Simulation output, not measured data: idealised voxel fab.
process module | voxel self aligned contacts
cross-section cut | 270 nm wide | cells 5 nm
A cross-section is a grid of square cells, given in bands from the top down. A band is one or more rows of cells.
Each band's line starts with the height of the band's top and of its bottom, in nm. Then come its materials from left to right, each with its width in nm. One material with "throughout" fills the band from edge to edge. "air" is empty space.
Height 0 is the level under which the wafer as received is all one material. The lowest band goes on downwards, as in "0 down".
A width such as "30 to 40" changes by the same amount from each row of cells to the next, from the band's top row to its bottom row.
"no change" after a step means that no cell of the cross-section changed.
closed voids: empty space of 8 cells or more with no open way to the top, each as width x height at its distance from the left edge, in nm
after a step's settings: what the simulator itself notes on the step
overlay nm, on a step with a mask: how far to the right of its planned place the mask lay; to the left if negative
plan
1 op RECEIVE | material Si
2 op OXIDIZE | depth nm 5
3 op DIRECTIONAL_DEP | material polySi | thk nm 25
4 op DIRECTIONAL_DEP | material SiN | thk nm 20
5 op PATTERN | tone cover | mask id GATE | material resist | width nm 25 | pitch nm 70 | thk nm 20 | overlay nm 0
6 op DIRECTIONAL_ETCH | etch materials SiN | depth nm 20
7 op DIRECTIONAL_ETCH | etch materials polySi | depth nm 25
8 op STRIP | etch materials resist
9 op CONFORMAL_DEP | material SiN | thk nm 10
10 op DIRECTIONAL_ETCH | etch materials SiN | depth nm 10
11 op FILL_DEP | material SiO2 | thk nm 10
12 op CMP | height nm 50
13 op PATTERN | tone open | mask id CONTACT | material resist | width nm 55 | pitch nm 70 | thk nm 15 | overlay nm 0
14 op DIRECTIONAL_ETCH | etch materials SiO2 | depth nm 55
15 op STRIP | etch materials resist
16 op CONFORMAL_DEP | material TiN | thk nm 5
17 op FILL_DEP | material W | thk nm 10
18 op CMP | height nm 50
19 op CONFORMAL_DEP | material SiN | thk nm 5
first wafer, as planned
as received, after step 1
  0 down: Si throughout
  closed voids: none
after step 2
  0 to -5: SiO2 throughout
  below -5: unchanged
after step 3
  25 to 0: polySi throughout
  below 0: unchanged
after step 4
  45 to 25: SiN throughout
  below 25: unchanged
after step 5
  65 to 45: air 50 | resist 25 | air 45 | resist 25 | air 45 | resist 25 | air 55
  below 45: unchanged
after step 6
  65 to 45: air 50 | resist 25 | air 45 | resist 25 | air 45 | resist 25 | air 55
  45 to 25: air 50 | SiN 25 | air 45 | SiN 25 | air 45 | SiN 25 | air 55
  below 25: unchanged
after step 7
  65 to 45: air 50 | resist 25 | air 45 | resist 25 | air 45 | resist 25 | air 55
  45 to 25: air 50 | SiN 25 | air 45 | SiN 25 | air 45 | SiN 25 | air 55
  25 to 0: air 50 | polySi 25 | air 45 | polySi 25 | air 45 | polySi 25 | air 55
  below 0: unchanged
after step 8
  45 to 25: air 50 | SiN 25 | air 45 | SiN 25 | air 45 | SiN 25 | air 55
  below 25: unchanged
after step 9
  55 to 25: air 40 | SiN 45 | air 25 | SiN 45 | air 25 | SiN 45 | air 45
  25 to 10: air 40 | SiN 10 | polySi 25 | SiN 10 | air 25 | SiN 10 | polySi 25 | SiN 10 | air 25 | SiN 10 | polySi 25 | SiN 10 | air 45
  10 to 0: SiN 50 | polySi 25 | SiN 45 | polySi 25 | SiN 45 | polySi 25 | SiN 55
  below 0: unchanged
after step 10
  45 to 25: air 40 | SiN 45 | air 25 | SiN 45 | air 25 | SiN 45 | air 45
  25 to 0: air 40 | SiN 10 | polySi 25 | SiN 10 | air 25 | SiN 10 | polySi 25 | SiN 10 | air 25 | SiN 10 | polySi 25 | SiN 10 | air 45
  below 0: unchanged
after step 11
  55 to 45: SiO2 throughout
  45 to 25: SiO2 40 | SiN 45 | SiO2 25 | SiN 45 | SiO2 25 | SiN 45 | SiO2 45
  25 to 0: SiO2 40 | SiN 10 | polySi 25 | SiN 10 | SiO2 25 | SiN 10 | polySi 25 | SiN 10 | SiO2 25 | SiN 10 | polySi 25 | SiN 10 | SiO2 45
  below 0: unchanged
after step 12
  50 to 45: SiO2 throughout
  below 45: unchanged
after step 13
  65 to 50: resist 70 | air 55 | resist 15 | air 55 | resist 75
  below 50: unchanged
after step 14
  65 to 50: resist 70 | air 55 | resist 15 | air 55 | resist 75
  50 to 45: SiO2 70 | air 55 | SiO2 15 | air 55 | SiO2 75
  45 to 25: SiO2 40 | SiN 45 | air 25 | SiN 45 | air 25 | SiN 45 | SiO2 45
  25 to 0: SiO2 40 | SiN 10 | polySi 25 | SiN 10 | air 25 | SiN 10 | polySi 25 | SiN 10 | air 25 | SiN 10 | polySi 25 | SiN 10 | SiO2 45
  0 to -5: SiO2 85 | air 25 | SiO2 45 | air 25 | SiO2 90
  below -5: unchanged
after step 15
  50 to 45: SiO2 70 | air 55 | SiO2 15 | air 55 | SiO2 75
  below 45: unchanged
after step 16
  55 to 50: TiN 75 | air 45 | TiN 25 | air 45 | TiN 80
  50 to 45: SiO2 70 | TiN 20 | air 15 | TiN 20 | SiO2 15 | TiN 20 | air 15 | TiN 20 | SiO2 75
  45 to 25: SiO2 40 | SiN 45 | TiN 5 | air 15 | TiN 5 | SiN 45 | TiN 5 | air 15 | TiN 5 | SiN 45 | SiO2 45
  25 to 0: SiO2 40 | SiN 10 | polySi 25 | SiN 10 | TiN 5 | air 15 | TiN 5 | SiN 10 | polySi 25 | SiN 10 | TiN 5 | air 15 | TiN 5 | SiN 10 | polySi 25 | SiN 10 | SiO2 45
  0 to -5: SiO2 85 | TiN 25 | SiO2 45 | TiN 25 | SiO2 90
  below -5: unchanged
after step 17
  65 to 55: W throughout
  55 to 50: TiN 75 | W 45 | TiN 25 | W 45 | TiN 80
  50 to 45: SiO2 70 | TiN 20 | W 15 | TiN 20 | SiO2 15 | TiN 20 | W 15 | TiN 20 | SiO2 75
  45 to 25: SiO2 40 | SiN 45 | TiN 5 | W 15 | TiN 5 | SiN 45 | TiN 5 | W 15 | TiN 5 | SiN 45 | SiO2 45
  25 to 0: SiO2 40 | SiN 10 | polySi 25 | SiN 10 | TiN 5 | W 15 | TiN 5 | SiN 10 | polySi 25 | SiN 10 | TiN 5 | W 15 | TiN 5 | SiN 10 | polySi 25 | SiN 10 | SiO2 45
  below 0: unchanged
after step 18
  50 to 45: SiO2 70 | TiN 20 | W 15 | TiN 20 | SiO2 15 | TiN 20 | W 15 | TiN 20 | SiO2 75
  below 45: unchanged
after step 19
  55 to 50: SiN throughout
  below 50: unchanged
second wafer: like start, like plan, one mistake. Through step 12 it matches the first wafer
when step 13 should have ended
  65 to 50: air 70 | resist 55 | air 15 | resist 55 | air 75
  below 50: unchanged
when step 14 should have ended
  65 to 50: air 70 | resist 55 | air 15 | resist 55 | air 75
  50 to 45: air 70 | SiO2 55 | air 15 | SiO2 55 | air 75
  45 to 25: air 40 | SiN 45 | SiO2 25 | SiN 45 | SiO2 25 | SiN 45 | air 45
  25 to 0: air 40 | SiN 10 | polySi 25 | SiN 10 | SiO2 25 | SiN 10 | polySi 25 | SiN 10 | SiO2 25 | SiN 10 | polySi 25 | SiN 10 | air 45
  0 to -5: air 40 | SiO2 185 | air 45
  below -5: unchanged
when step 15 should have ended
  50 to 45: air 70 | SiO2 55 | air 15 | SiO2 55 | air 75
  below 45: unchanged
when step 16 should have ended
  55 to 50: air 65 | TiN 65 | air 5 | TiN 65 | air 70
  50 to 45: air 35 | TiN 35 | SiO2 55 | TiN 15 | SiO2 55 | TiN 35 | air 40
  45 to 25: air 35 | TiN 5 | SiN 45 | SiO2 25 | SiN 45 | SiO2 25 | SiN 45 | TiN 5 | air 40
  25 to 0: air 35 | TiN 5 | SiN 10 | polySi 25 | SiN 10 | SiO2 25 | SiN 10 | polySi 25 | SiN 10 | SiO2 25 | SiN 10 | polySi 25 | SiN 10 | TiN 5 | air 40
  0 to -5: TiN 40 | SiO2 185 | TiN 45
  below -5: unchanged
when step 17 should have ended
  65 to 55: W throughout
  55 to 50: W 65 | TiN 65 | W 5 | TiN 65 | W 70
  50 to 45: W 35 | TiN 35 | SiO2 55 | TiN 15 | SiO2 55 | TiN 35 | W 40
  45 to 25: W 35 | TiN 5 | SiN 45 | SiO2 25 | SiN 45 | SiO2 25 | SiN 45 | TiN 5 | W 40
  25 to 0: W 35 | TiN 5 | SiN 10 | polySi 25 | SiN 10 | SiO2 25 | SiN 10 | polySi 25 | SiN 10 | SiO2 25 | SiN 10 | polySi 25 | SiN 10 | TiN 5 | W 40
  below 0: unchanged
when step 18 should have ended
  50 to 45: W 35 | TiN 35 | SiO2 55 | TiN 15 | SiO2 55 | TiN 35 | W 40
  below 45: unchanged
when step 19 should have ended
  55 to 50: SiN throughout
  below 50: unchanged
what went wrong: step 13 ran as: op PATTERN | tone cover | mask id CONTACT | material resist | width nm 55 | pitch nm 70 | thk nm 15 | overlay nm 0
at the end the second wafer has, in cells: 80 fewer of SiO2 | 10 fewer of TiN | 90 more of W
